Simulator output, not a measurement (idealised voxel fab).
Presented below is a process module, voxel double patterning.
Pictured: cross-section cut, 250 nm wide, on a grid of 5 nm square cells.
Notation: cross-section as square-cell grid; stated in bands, top first, going down; one or more cell rows per band.
The band entry comprises the height of the band's top followed by the height of its bottom, expressed in nm, and subsequently the band's materials from left to right, each stated together with its width in nm. Where a single material is marked with the word "throughout", that material fills the band from edge to edge. The word "blank" represents empty space.
We count height from 0. Below that, the starting wafer is all one material. The lowest band never ends at the bottom but goes on down; see "top 0, no bottom" for how that is written.
Per-row width for "30..40": begins at first number (top row of band), ends at second number (bottom row), increment between rows held constant.
The designation "identical to before", where it is given for a processing step, indicates that no cell of the cross-section was altered in the course of that step.
If an empty space has no open way to the top and is at least 8 cells in size, "Catalogued sealed voids" lists it, written width x height at distance, where distance is measured from the left edge and every value is in nm.
Anything after a step's settings on that line? It's the simulator's own note about the step.
overlay nm: right-of-plan distance of the mask on a masked step; negative values mean left-of-plan.
These are the steps we planned for the process:
1: RECEIVE | material Si
2: CONFORMAL_DEP | material SiO2 | thk nm 10
3: DIRECTIONAL_DEP | material polySi | thk nm 20
4: DIRECTIONAL_DEP | material SiN | thk nm 5
5: MASKED_ETCH | tone open | mask id FIRST | width nm 15 | pitch nm 50 | etch materials SiN | depth nm 5 | overlay nm 0
6: MASKED_ETCH | tone open | mask id SECOND | width nm 15 | pitch nm 50 | etch materials SiN | depth nm 5 | overlay nm 0
7: DIRECTIONAL_ETCH | etch materials polySi | depth nm 20
8: STRIP | etch materials SiN
Cross-section of the wafer upon arrival, representing the state reached after step 1:
* top 0, no bottom: Si throughout
* Catalogued sealed voids: none
Result of the module, cross-sectioned: start per above, plan per above, one error in how it was run:
* top 35, bottom 30: 65 nm SiN; 15 nm blank; 10 nm SiN; 15 nm blank; 10 nm SiN; 15 nm blank; 10 nm SiN; 15 nm blank; 10 nm SiN; 15 nm blank; 70 nm SiN
* top 30, bottom 10: 65 nm polySi; 15 nm blank; 10 nm polySi; 15 nm blank; 10 nm polySi; 15 nm blank; 10 nm polySi; 15 nm blank; 10 nm polySi; 15 nm blank; 70 nm polySi
* top 10, bottom 0: SiO2 throughout
* top 0, no bottom: Si throughout
* Catalogued sealed voids: none
What was done differently from what was planned? plan step 8: skipped, not run
